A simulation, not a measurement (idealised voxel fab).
process module | voxel released beams
cross-section cut | 295 nm wide | cells 5 nm
A cross-section is a grid of square cells, given in bands from the top down. A band is one or more rows of cells.
Each band's line starts with the height of the band's top and of its bottom, in nm. Then come its materials from left to right, each with its width in nm. One material with "throughout" fills the band from edge to edge. "air" is empty space.
Height 0 is the level under which the wafer as received is all one material. The lowest band goes on downwards, as in "0 down".
A width such as "30 to 40" changes by the same amount from each row of cells to the next, from the band's top row to its bottom row.
"no change" after a step means that no cell of the cross-section changed.
closed voids: empty space of 8 cells or more with no open way to the top, each as width x height at its distance from the left edge, in nm
after a step's settings: what the simulator itself notes on the step
overlay nm, on a step with a mask: how far to the right of its planned place the mask lay; to the left if negative
plan
1 op RECEIVE | material Si
2 op CONFORMAL_DEP | material SiN | thk nm 5
3 op DIRECTIONAL_DEP | material SiO2 | thk nm 10
4 op PATTERN | tone open | mask id ANCHOR | material resist | width nm 40 | thk nm 20 | overlay nm 0
5 op DIRECTIONAL_ETCH | etch materials SiO2 | depth nm 10
6 op STRIP | etch materials resist
7 op CONFORMAL_DEP | material TiN | thk nm 15
8 op DIRECTIONAL_DEP | material aC | thk nm 10
9 op PATTERN | tone cover | mask id BEAM | material resist | width nm 120 | thk nm 25 | overlay nm 0
10 op DIRECTIONAL_ETCH | etch materials aC | depth nm 10
11 op STRIP | etch materials resist
12 op DIRECTIONAL_ETCH | etch materials TiN | depth nm 15
13 op STRIP | etch materials aC
14 op STRIP | etch materials SiO2
first wafer, as planned
as received, after step 1
  0 down: Si throughout
  closed voids: none
after step 2
  5 to 0: SiN throughout
  below 0: unchanged
after step 3
  15 to 5: SiO2 throughout
  below 5: unchanged
after step 4
  35 to 15: resist 90 | air 40 | resist 165
  below 15: unchanged
after step 5
  35 to 15: resist 90 | air 40 | resist 165
  15 to 5: SiO2 90 | air 40 | SiO2 165
  below 5: unchanged
after step 6
  15 to 5: SiO2 90 | air 40 | SiO2 165
  below 5: unchanged
after step 7
  30 to 20: TiN 105 | air 10 | TiN 180
  20 to 15: TiN throughout
  15 to 5: SiO2 90 | TiN 40 | SiO2 165
  below 5: unchanged
after step 8
  40 to 30: aC 105 | air 10 | aC 180
  30 to 20: TiN 105 | aC 10 | TiN 180
  below 20: unchanged
after step 9
  65 to 40: air 85 | resist 120 | air 90
  40 to 30: aC 105 | resist 10 | aC 180
  below 30: unchanged
after step 10
  55 to 40: air 85 | resist 120 | air 90
  40 to 30: air 85 | aC 20 | resist 10 | aC 90 | air 90
  below 30: unchanged
after step 11
  40 to 30: air 85 | aC 20 | air 10 | aC 90 | air 90
  below 30: unchanged
after step 12
  40 to 30: air 85 | aC 20 | air 10 | aC 90 | air 90
  30 to 20: air 85 | TiN 20 | aC 10 | TiN 90 | air 90
  20 to 15: air 85 | TiN 120 | air 90
  below 15: unchanged
after step 13
  30 to 20: air 85 | TiN 20 | air 10 | TiN 90 | air 90
  below 20: unchanged
after step 14
  30 to 20: air 85 | TiN 20 | air 10 | TiN 90 | air 90
  20 to 15: air 85 | TiN 120 | air 90
  15 to 5: air 90 | TiN 40 | air 165
  below 5: unchanged
second wafer: like start, like plan, one mistake. Through step 8 it matches the first wafer
when step 9 should have ended
  65 to 40: air 80 | resist 130 | air 85
  40 to 30: aC 105 | resist 10 | aC 180
  below 30: unchanged
when step 10 should have ended
  55 to 40: air 80 | resist 130 | air 85
  40 to 30: air 80 | aC 25 | resist 10 | aC 95 | air 85
  below 30: unchanged
when step 11 should have ended
  40 to 30: air 80 | aC 25 | air 10 | aC 95 | air 85
  below 30: unchanged
when step 12 should have ended
  40 to 30: air 80 | aC 25 | air 10 | aC 95 | air 85
  30 to 20: air 80 | TiN 25 | aC 10 | TiN 95 | air 85
  20 to 15: air 80 | TiN 130 | air 85
  below 15: unchanged
when step 13 should have ended
  30 to 20: air 80 | TiN 25 | air 10 | TiN 95 | air 85
  below 20: unchanged
when step 14 should have ended
  30 to 20: air 80 | TiN 25 | air 10 | TiN 95 | air 85
  20 to 15: air 80 | TiN 130 | air 85
  15 to 5: air 90 | TiN 40 | air 165
  below 5: unchanged
what went wrong: step 9 ran as: op PATTERN | tone cover | mask id BEAM | material resist | width nm 130 | thk nm 25 | overlay nm 0
at the end the second wafer has, in cells: 6 more of TiN
